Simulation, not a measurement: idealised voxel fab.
Process module, titled voxel fin reveal
cross-section cut | 180 nm wide | cells 5 nm
A cross-section is a grid of square cells, given in bands from the top down. A band is one or more rows of cells. Heads up on the band format: heights come first, top then bottom, in nm. After that it's the materials left to right, each with its width in nm. A single material flagged "edge to edge" fills the whole band edge to edge, and "air" means there's empty space there. Height is counted from the level 0, under which the received wafer is composed throughout of one material. The lowest of the bands is not closed at the bottom but continues downward, in the notation "top 0, no bottom". Quick explanation for "30 to 40": the width changes in equal steps down the rows of cells, from the first number in the band's top row to the second number in its bottom row. "nothing different" after a step means that no cell of the cross-section changed. If an empty space has no open way to the top and is at least 8 cells in size, "Voids, enclosed" lists it, written width x height at distance, where distance is measured from the left edge and every value is in nm. What comes after the settings on a step's line is commentary from the simulator itself on that step. When a step includes a mask, the "overlay nm" setting on its line states how far to the right of its planned place that mask lay, and negative values state how far to the left.
Steps planned for the process:
| 1 | RECEIVE,material Si |
| 2 | CONFORMAL_DEP,material SiN,thk nm 10 |
| 3 | PATTERN,tone cover,mask id FINS,material resist,width nm 15,pitch nm 45,thk nm 15,overlay nm 0 |
| 4 | DIRECTIONAL_ETCH,etch materials SiN,depth nm 10 |
| 5 | DIRECTIONAL_ETCH,etch materials Si,depth nm 40 |
| 6 | STRIP,etch materials resist |
| 7 | OXIDIZE,depth nm 5 |
| 8 | FILL_DEP,material SiO2,thk nm 10 |
| 9 | CMP,height nm 10 |
| 10 | SELECTIVE_ETCH,etch materials SiO2,depth nm 30 |
| 11 | STRIP,etch materials SiN |
| 12 | CONFORMAL_DEP,material HfO2,thk nm 5 |
Account of the first of two wafers, which was processed as intended:
As-received state of the wafer in cross-section, equivalent to post-step 1:
  top 0, no bottom  Si edge to edge
  Voids, enclosed: none
Wafer xsec, post step 2:
  top 10, bottom 0  SiN edge to edge
  Nothing below the height 0 has changed.
Wafer xsec, post step 3:
  top 25, bottom 10  air=60, resist=15, air=30, resist=15, air=60
  Nothing below the height 10 has changed.
Wafer xsec, post step 4:
  top 25, bottom 10  air=60, resist=15, air=30, resist=15, air=60
  top 10, bottom 0  air=60, SiN=15, air=30, SiN=15, air=60
  Nothing below the height 0 has changed.
Wafer xsec, post step 5:
  top 25, bottom 10  air=60, resist=15, air=30, resist=15, air=60
  top 10, bottom 0  air=60, SiN=15, air=30, SiN=15, air=60
  top 0, bottom -40  air=60, Si=15, air=30, Si=15, air=60
  Nothing below the height -40 has changed.
Wafer xsec, post step 6:
  top 10, bottom 0  air=60, SiN=15, air=30, SiN=15, air=60
  Nothing below the height 0 has changed.
Wafer xsec, post step 7:
  top 10, bottom 0  air=60, SiN=15, air=30, SiN=15, air=60
  top 0, bottom -40  air=60, SiO2=5, Si=5, SiO2=5, air=30, SiO2=5, Si=5, SiO2=5, air=60
  top -40, bottom -45  SiO2=65, Si=5, SiO2=40, Si=5, SiO2=65
  Nothing below the height -45 has changed.
Wafer xsec, post step 8:
  top 20, bottom 10  SiO2 edge to edge
  top 10, bottom 0  SiO2=60, SiN=15, SiO2=30, SiN=15, SiO2=60
  top 0, bottom -45  SiO2=65, Si=5, SiO2=40, Si=5, SiO2=65
  Nothing below the height -45 has changed.
Wafer xsec, post step 9:
  top 10, bottom 0  SiO2=60, SiN=15, SiO2=30, SiN=15, SiO2=60
  Nothing below the height 0 has changed.
Wafer xsec, post step 10:
  top 10, bottom 0  air=60, SiN=15, air=30, SiN=15, air=60
  top 0, bottom -20  air=65, Si=5, air=40, Si=5, air=65
  Nothing below the height -20 has changed.
Wafer xsec, post step 11:
  top 0, bottom -20  air=65, Si=5, air=40, Si=5, air=65
  Nothing below the height -20 has changed.
Wafer xsec, post step 12:
  top 5, bottom 0  air=60, HfO2=15, air=30, HfO2=15, air=60
  top 0, bottom -15  air=60, HfO2=5, Si=5, HfO2=5, air=30, HfO2=5, Si=5, HfO2=5, air=60
  top -15, bottom -20  HfO2=65, Si=5, HfO2=40, Si=5, HfO2=65
  Nothing below the height -20 has changed.
Wafer two. Same start, same plan, one slip in execution. Same as wafer one through step 7, inclusive:
Cross-section, second wafer, at the end time the plan gives for step 8:
  top 20, bottom 0  SiN edge to edge
  top 0, bottom -40  SiN=60, SiO2=5, Si=5, SiO2=5, SiN=30, SiO2=5, Si=5, SiO2=5, SiN=60
  Nothing below the height -40 has changed.
Cross-section, second wafer, at the end time the plan gives for step 9:
  top 10, bottom 0  SiN edge to edge
  Nothing below the height 0 has changed.
Cross-section, second wafer, at the end time the plan gives for step 10: nothing different
Cross-section, second wafer, at the end time the plan gives for step 11:
  top 0, bottom -40  air=60, SiO2=5, Si=5, SiO2=5, air=30, SiO2=5, Si=5, SiO2=5, air=60
  Nothing below the height -40 has changed.
Cross-section, second wafer, at the end time the plan gives for step 12:
  top 5, bottom 0  air=55, HfO2=25, air=20, HfO2=25, air=55
  top 0, bottom -35  air=55, HfO2=5, SiO2=5, Si=5, SiO2=5, HfO2=5, air=20, HfO2=5, SiO2=5, Si=5, SiO2=5, HfO2=5, air=55
  top -35, bottom -40  HfO2=60, SiO2=5, Si=5, SiO2=5, HfO2=30, SiO2=5, Si=5, SiO2=5, HfO2=60
  Nothing below the height -40 has changed.
Deviation noted in wafer processing: step 8: run off-plan, actual operation and settings FILL_DEP,material SiN,thk nm 10
at the end the second wafer has, in cells: HfO2 +16, SiO2 -104
